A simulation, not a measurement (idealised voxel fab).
The name of this process module is voxel wiring stack.
Xsec cut, 165 nm wide, square cell size 5 nm.
Cross-section spec: square-cell grid; bands listed top down; each band is one or more rows. For a band, the entry starts with two heights in nm, that of the top and then that of the bottom, and carries on with the band's materials in order from left to right, each alongside its width in nm; the word "everywhere" beside a single material means it fills the band edge to edge, and "blank" means empty space. The level at which height equals 0 is the one under which the wafer, as it arrives, is entirely one material. No lower edge exists for the bottom band, which continues downward and is notated as in "top 0, no bottom". A two-number width, for instance "30..40", indicates that the width is equal to the first number in the top row of the band and to the second number in the bottom row, and that it changes by a constant amount per row of cells. "everything unchanged" means the step left every cell of the cross-section as it was. You'll see "Voids, enclosed" listing empty spaces that have no way open to the top, as long as they're 8 cells or more; the notation is width x height at distance, where the distance is from the left edge, and all of it is in nm. Anything after a step's settings on that line? It's the simulator's own note about the step. "overlay nm" denotes, for a step that has a mask, the displacement of the mask to the right of its planned place, with negative values corresponding to the left.

-- Process steps - plan
1. RECEIVE | material Si
2. CONFORMAL_DEP | material SiO2 | thk nm 15
3. CONFORMAL_DEP | material SiN | thk nm 5
4. DIRECTIONAL_DEP | material lowk | thk nm 15
5. PATTERN | tone open | mask id METAL_1 | material resist | width nm 30 | pitch nm 55 | thk nm 20 | overlay nm 0
6. DIRECTIONAL_ETCH | etch materials lowk | depth nm 15
7. DIRECTIONAL_ETCH | etch materials SiN | depth nm 5
8. STRIP | etch materials resist
9. CONFORMAL_DEP | material TiN | thk nm 5
10. FILL_DEP | material W | thk nm 5
11. CMP | height nm 35
12. EPI | material Ru | thk nm 5
13. FILL_DEP | material SiCN | thk nm 5
14. DIRECTIONAL_DEP | material lowk | thk nm 30
15. DIRECTIONAL_DEP | material aC | thk nm 15
16. PATTERN | tone open | mask id METAL_2_HOLES | material resist | width nm 15 | thk nm 35 | overlay nm 0
17. DIRECTIONAL_ETCH | etch materials aC | depth nm 15
18. STRIP | etch materials resist
19. DIRECTIONAL_ETCH | etch materials lowk | depth nm 30
20. STRIP | etch materials aC
21. DIRECTIONAL_DEP | material aC | thk nm 10
22. PATTERN | tone open | mask id METAL_2 | material resist | width nm 20 | pitch nm 55 | thk nm 25 | overlay nm 0
23. DIRECTIONAL_ETCH | etch materials aC | depth nm 10
24. STRIP | etch materials resist
25. DIRECTIONAL_ETCH | etch materials lowk | depth nm 20
26. DIRECTIONAL_ETCH | etch materials SiCN | depth nm 5
27. STRIP | etch materials aC
28. CONFORMAL_DEP | material TiN | thk nm 5
29. FILL_DEP | material Cu | thk nm 10
30. CMP | height nm 75
31. CONFORMAL_DEP | material SiN | thk nm 5
Same starting wafers, different width nm at step 22. Plan value belongs to the first wafer.

-- Cross-section, first of several wafers, as delivered after step 1
- top 0, no bottom: Si everywhere
- Voids, enclosed: none

-- The rows of the table below are wafers. Looking at the end of the module, a row counts, for every material, the cells the wafer has gained, shown as (+), or lost, shown as (-), since it was received; its closed voids come next
width nm 20, +17 Cu, +16 Ru, +48 SiCN, +54 SiN, +99 SiO2, +51 TiN, +24 W, +219 lowk, Voids, enclosed: none
width nm 25, +23 Cu, +16 Ru, +48 SiCN, +54 SiN, +99 SiO2, +53 TiN, +24 W, +211 lowk, Voids, enclosed: none
width nm 30, +27 Cu, +16 Ru, +47 SiCN, +54 SiN, +99 SiO2, +54 TiN, +24 W, +207 lowk, Voids, enclosed: none
width nm 35, +33 Cu, +16 Ru, +47 SiCN, +54 SiN, +99 SiO2, +56 TiN, +24 W, +199 lowk, Voids, enclosed: none
width nm 40, +39 Cu, +16 Ru, +47 SiCN, +54 SiN, +99 SiO2, +58 TiN, +24 W, +191 lowk, Voids, enclosed: none
